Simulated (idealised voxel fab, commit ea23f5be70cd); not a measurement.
process module | voxel lift off
cross-section cut | 275 nm wide | cells 5 nm
A cross-section is a grid of square cells, given in bands from the top down. A band is one or more rows of cells.
Each band's line starts with the height of the band's top and of its bottom, in nm. Then come its materials from left to right, each with its width in nm. One material with "throughout" fills the band from edge to edge. "air" is empty space.
Height 0 is the level under which the wafer as received is all one material. The lowest band goes on downwards, as in "0 down".
A width such as "30 to 40" changes by the same amount from each row of cells to the next, from the band's top row to its bottom row.
"no change" after a step means that no cell of the cross-section changed.
closed voids: empty space of 8 cells or more with no open way to the top, each as width x height at its distance from the left edge, in nm
after a step's settings: what the simulator itself notes on the step
overlay nm, on a step with a mask: how far to the right of its planned place the mask lay; to the left if negative
plan
1 op RECEIVE | material Si
2 op CONFORMAL_DEP | material SiN | thk nm 15
3 op PATTERN | tone open | mask id LINES | material resist | width nm 30 | pitch nm 50 | thk nm 15 | overlay nm 0
4 op DIRECTIONAL_DEP | material Ru | thk nm 5
5 op STRIP | etch materials resist
6 op CONFORMAL_DEP | material SiN | thk nm 10
as received, after step 1
  0 down: Si throughout
  closed voids: none
first wafer at the end, as planned
  30 to 25: air 60 | SiN 150 | air 65
  25 to 20: SiN throughout
  20 to 15: SiN 70 | Ru 30 | SiN 20 | Ru 30 | SiN 20 | Ru 30 | SiN 75
  15 to 0: SiN throughout
  0 down: Si throughout
  closed voids: none
second wafer at the end: like start, like plan, one mistake
  30 to 25: SiN 80 | air 10 | SiN 40 | air 10 | SiN 40 | air 10 | SiN 85
  25 to 20: SiN throughout
  20 to 15: Ru 70 | SiN 30 | Ru 20 | SiN 30 | Ru 20 | SiN 30 | Ru 75
  15 to 0: SiN throughout
  0 down: Si throughout
  closed voids: none
what went wrong: step 3 ran as: op PATTERN | tone cover | mask id LINES | material resist | width nm 30 | pitch nm 50 | thk nm 15 | overlay nm 0
at the end the second wafer has, in cells: 19 more of Ru
